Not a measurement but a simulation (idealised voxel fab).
process module | voxel gate over fins
cross-section cut | 180 nm wide | cells 5 nm
A cross-section is a grid of square cells, given in bands from the top down. A band is one or more rows of cells.
Each band's line starts with the height of the band's top and of its bottom, in nm. Then come its materials from left to right, each with its width in nm. One material with "throughout" fills the band from edge to edge. "air" is empty space.
Height 0 is the level under which the wafer as received is all one material. The lowest band goes on downwards, as in "0 down".
A width such as "30 to 40" changes by the same amount from each row of cells to the next, from the band's top row to its bottom row.
"no change" after a step means that no cell of the cross-section changed.
closed voids: empty space of 8 cells or more with no open way to the top, each as width x height at its distance from the left edge, in nm
after a step's settings: what the simulator itself notes on the step
overlay nm, on a step with a mask: how far to the right of its planned place the mask lay; to the left if negative
plan
1 op RECEIVE | material Si
2 op CONFORMAL_DEP | material SiN | thk nm 5
3 op MASKED_ETCH | tone cover | mask id FINS | width nm 15 | pitch nm 55 | etch materials SiN | depth nm 5 | overlay nm 0
4 op MASKED_ETCH | tone cover | mask id FINS | width nm 15 | pitch nm 55 | etch materials Si | depth nm 35 | overlay nm 0
5 op FILL_DEP | material SiO2 | thk nm 15
6 op CMP | height nm 5
7 op MASKED_ETCH | tone open | mask id RAIL | width nm 15 | etch materials SiO2 | depth nm 35 | overlay nm 0
8 op CONFORMAL_DEP | material TiN | thk nm 5
9 op FILL_DEP | material Ru | thk nm 5
10 op CMP | height nm 5
11 op SELECTIVE_ETCH | etch materials W Ru TiN | depth nm 20
12 op FILL_DEP | material SiO2 | thk nm 5
13 op CMP | height nm 5
14 op SELECTIVE_ETCH | etch materials SiO2 | depth nm 15
15 op STRIP | etch materials SiN
16 op CONFORMAL_DEP | material HfO2 | thk nm 5
17 op CONFORMAL_DEP | material TiN | thk nm 5
18 op FILL_DEP | material W | thk nm 10
19 op CMP | height nm 15
20 op CONFORMAL_DEP | material SiCN | thk nm 10
first wafer, as planned
as received, after step 1
  0 down: Si throughout
  closed voids: none
after step 2
  5 to 0: SiN throughout
  below 0: unchanged
after step 3
  5 to 0: air 25 | SiN 15 | air 40 | SiN 15 | air 40 | SiN 15 | air 30
  below 0: unchanged
after step 4
  5 to 0: air 25 | SiN 15 | air 40 | SiN 15 | air 40 | SiN 15 | air 30
  0 to -35: air 25 | Si 15 | air 40 | Si 15 | air 40 | Si 15 | air 30
  below -35: unchanged
after step 5
  20 to 5: SiO2 throughout
  5 to 0: SiO2 25 | SiN 15 | SiO2 40 | SiN 15 | SiO2 40 | SiN 15 | SiO2 30
  0 to -35: SiO2 25 | Si 15 | SiO2 40 | Si 15 | SiO2 40 | Si 15 | SiO2 30
  below -35: unchanged
after step 6
  5 to 0: SiO2 25 | SiN 15 | SiO2 40 | SiN 15 | SiO2 40 | SiN 15 | SiO2 30
  below 0: unchanged
after step 7
  5 to 0: SiO2 25 | SiN 15 | SiO2 10 | air 15 | SiO2 15 | SiN 15 | SiO2 40 | SiN 15 | SiO2 30
  0 to -30: SiO2 25 | Si 15 | SiO2 10 | air 15 | SiO2 15 | Si 15 | SiO2 40 | Si 15 | SiO2 30
  below -30: unchanged
after step 8
  10 to 5: TiN 55 | air 5 | TiN 120
  5 to 0: SiO2 25 | SiN 15 | SiO2 10 | TiN 5 | air 5 | TiN 5 | SiO2 15 | SiN 15 | SiO2 40 | SiN 15 | SiO2 30
  0 to -25: SiO2 25 | Si 15 | SiO2 10 | TiN 5 | air 5 | TiN 5 | SiO2 15 | Si 15 | SiO2 40 | Si 15 | SiO2 30
  -25 to -30: SiO2 25 | Si 15 | SiO2 10 | TiN 15 | SiO2 15 | Si 15 | SiO2 40 | Si 15 | SiO2 30
  below -30: unchanged
after step 9
  15 to 10: Ru throughout
  10 to 5: TiN 55 | Ru 5 | TiN 120
  5 to 0: SiO2 25 | SiN 15 | SiO2 10 | TiN 5 | Ru 5 | TiN 5 | SiO2 15 | SiN 15 | SiO2 40 | SiN 15 | SiO2 30
  0 to -25: SiO2 25 | Si 15 | SiO2 10 | TiN 5 | Ru 5 | TiN 5 | SiO2 15 | Si 15 | SiO2 40 | Si 15 | SiO2 30
  below -25: unchanged
after step 10
  5 to 0: SiO2 25 | SiN 15 | SiO2 10 | TiN 5 | Ru 5 | TiN 5 | SiO2 15 | SiN 15 | SiO2 40 | SiN 15 | SiO2 30
  below 0: unchanged
after step 11
  5 to 0: SiO2 25 | SiN 15 | SiO2 10 | air 15 | SiO2 15 | SiN 15 | SiO2 40 | SiN 15 | SiO2 30
  0 to -15: SiO2 25 | Si 15 | SiO2 10 | air 15 | SiO2 15 | Si 15 | SiO2 40 | Si 15 | SiO2 30
  below -15: unchanged
after step 12
  10 to 5: SiO2 throughout
  5 to 0: SiO2 25 | SiN 15 | SiO2 40 | SiN 15 | SiO2 40 | SiN 15 | SiO2 30
  0 to -15: SiO2 25 | Si 15 | SiO2 40 | Si 15 | SiO2 40 | Si 15 | SiO2 30
  below -15: unchanged
after step 13
  5 to 0: SiO2 25 | SiN 15 | SiO2 40 | SiN 15 | SiO2 40 | SiN 15 | SiO2 30
  below 0: unchanged
after step 14
  5 to 0: air 25 | SiN 15 | air 40 | SiN 15 | air 40 | SiN 15 | air 30
  0 to -10: air 25 | Si 15 | air 40 | Si 15 | air 40 | Si 15 | air 30
  below -10: unchanged
after step 15
  0 to -10: air 25 | Si 15 | air 40 | Si 15 | air 40 | Si 15 | air 30
  below -10: unchanged
after step 16
  5 to 0: air 20 | HfO2 25 | air 30 | HfO2 25 | air 30 | HfO2 25 | air 25
  0 to -5: air 20 | HfO2 5 | Si 15 | HfO2 5 | air 30 | HfO2 5 | Si 15 | HfO2 5 | air 30 | HfO2 5 | Si 15 | HfO2 5 | air 25
  -5 to -10: HfO2 25 | Si 15 | HfO2 40 | Si 15 | HfO2 40 | Si 15 | HfO2 30
  below -10: unchanged
after step 17
  10 to 5: air 15 | TiN 35 | air 20 | TiN 35 | air 20 | TiN 35 | air 20
  5 to 0: air 15 | TiN 5 | HfO2 25 | TiN 5 | air 20 | TiN 5 | HfO2 25 | TiN 5 | air 20 | TiN 5 | HfO2 25 | TiN 5 | air 20
  0 to -5: TiN 20 | HfO2 5 | Si 15 | HfO2 5 | TiN 30 | HfO2 5 | Si 15 | HfO2 5 | TiN 30 | HfO2 5 | Si 15 | HfO2 5 | TiN 25
  below -5: unchanged
after step 18
  20 to 10: W throughout
  10 to 5: W 15 | TiN 35 | W 20 | TiN 35 | W 20 | TiN 35 | W 20
  5 to 0: W 15 | TiN 5 | HfO2 25 | TiN 5 | W 20 | TiN 5 | HfO2 25 | TiN 5 | W 20 | TiN 5 | HfO2 25 | TiN 5 | W 20
  below 0: unchanged
after step 19
  15 to 10: W throughout
  below 10: unchanged
after step 20
  25 to 15: SiCN throughout
  below 15: unchanged
second wafer: like start, like plan, one mistake. Through step 6 it matches the first wafer
when step 7 should have ended
  5 to 0: SiO2 25 | SiN 15 | SiO2 10 | air 20 | SiO2 10 | SiN 15 | SiO2 40 | SiN 15 | SiO2 30
  0 to -30: SiO2 25 | Si 15 | SiO2 10 | air 20 | SiO2 10 | Si 15 | SiO2 40 | Si 15 | SiO2 30
  below -30: unchanged
when step 8 should have ended
  10 to 5: TiN 55 | air 10 | TiN 115
  5 to 0: SiO2 25 | SiN 15 | SiO2 10 | TiN 5 | air 10 | TiN 5 | SiO2 10 | SiN 15 | SiO2 40 | SiN 15 | SiO2 30
  0 to -25: SiO2 25 | Si 15 | SiO2 10 | TiN 5 | air 10 | TiN 5 | SiO2 10 | Si 15 | SiO2 40 | Si 15 | SiO2 30
  -25 to -30: SiO2 25 | Si 15 | SiO2 10 | TiN 20 | SiO2 10 | Si 15 | SiO2 40 | Si 15 | SiO2 30
  below -30: unchanged
when step 9 should have ended
  15 to 10: Ru throughout
  10 to 5: TiN 55 | Ru 10 | TiN 115
  5 to 0: SiO2 25 | SiN 15 | SiO2 10 | TiN 5 | Ru 10 | TiN 5 | SiO2 10 | SiN 15 | SiO2 40 | SiN 15 | SiO2 30
  0 to -25: SiO2 25 | Si 15 | SiO2 10 | TiN 5 | Ru 10 | TiN 5 | SiO2 10 | Si 15 | SiO2 40 | Si 15 | SiO2 30
  below -25: unchanged
when step 10 should have ended
  5 to 0: SiO2 25 | SiN 15 | SiO2 10 | TiN 5 | Ru 10 | TiN 5 | SiO2 10 | SiN 15 | SiO2 40 | SiN 15 | SiO2 30
  below 0: unchanged
when step 11 should have ended
  5 to 0: SiO2 25 | SiN 15 | SiO2 10 | air 20 | SiO2 10 | SiN 15 | SiO2 40 | SiN 15 | SiO2 30
  0 to -15: SiO2 25 | Si 15 | SiO2 10 | air 20 | SiO2 10 | Si 15 | SiO2 40 | Si 15 | SiO2 30
  below -15: unchanged
when step 12 should have ended
  10 to 5: SiO2 throughout
  5 to 0: SiO2 25 | SiN 15 | SiO2 40 | SiN 15 | SiO2 40 | SiN 15 | SiO2 30
  0 to -15: SiO2 25 | Si 15 | SiO2 40 | Si 15 | SiO2 40 | Si 15 | SiO2 30
  below -15: unchanged
when step 13 should have ended
  5 to 0: SiO2 25 | SiN 15 | SiO2 40 | SiN 15 | SiO2 40 | SiN 15 | SiO2 30
  below 0: unchanged
when step 14 should have ended
  5 to 0: air 25 | SiN 15 | air 40 | SiN 15 | air 40 | SiN 15 | air 30
  0 to -10: air 25 | Si 15 | air 40 | Si 15 | air 40 | Si 15 | air 30
  below -10: unchanged
when step 15 should have ended
  0 to -10: air 25 | Si 15 | air 40 | Si 15 | air 40 | Si 15 | air 30
  below -10: unchanged
when step 16 should have ended
  5 to 0: air 20 | HfO2 25 | air 30 | HfO2 25 | air 30 | HfO2 25 | air 25
  0 to -5: air 20 | HfO2 5 | Si 15 | HfO2 5 | air 30 | HfO2 5 | Si 15 | HfO2 5 | air 30 | HfO2 5 | Si 15 | HfO2 5 | air 25
  -5 to -10: HfO2 25 | Si 15 | HfO2 40 | Si 15 | HfO2 40 | Si 15 | HfO2 30
  below -10: unchanged
when step 17 should have ended
  10 to 5: air 15 | TiN 35 | air 20 | TiN 35 | air 20 | TiN 35 | air 20
  5 to 0: air 15 | TiN 5 | HfO2 25 | TiN 5 | air 20 | TiN 5 | HfO2 25 | TiN 5 | air 20 | TiN 5 | HfO2 25 | TiN 5 | air 20
  0 to -5: TiN 20 | HfO2 5 | Si 15 | HfO2 5 | TiN 30 | HfO2 5 | Si 15 | HfO2 5 | TiN 30 | HfO2 5 | Si 15 | HfO2 5 | TiN 25
  below -5: unchanged
when step 18 should have ended
  20 to 10: W throughout
  10 to 5: W 15 | TiN 35 | W 20 | TiN 35 | W 20 | TiN 35 | W 20
  5 to 0: W 15 | TiN 5 | HfO2 25 | TiN 5 | W 20 | TiN 5 | HfO2 25 | TiN 5 | W 20 | TiN 5 | HfO2 25 | TiN 5 | W 20
  below 0: unchanged
when step 19 should have ended
  15 to 10: W throughout
  below 10: unchanged
when step 20 should have ended
  25 to 15: SiCN throughout
  below 15: unchanged
what went wrong: step 7 ran as: op MASKED_ETCH | tone open | mask id RAIL | width nm 20 | etch materials SiO2 | depth nm 35 | overlay nm 0
at the end the second wafer has, in cells: 2 more of Ru | 3 fewer of SiO2 | 1 more of TiN
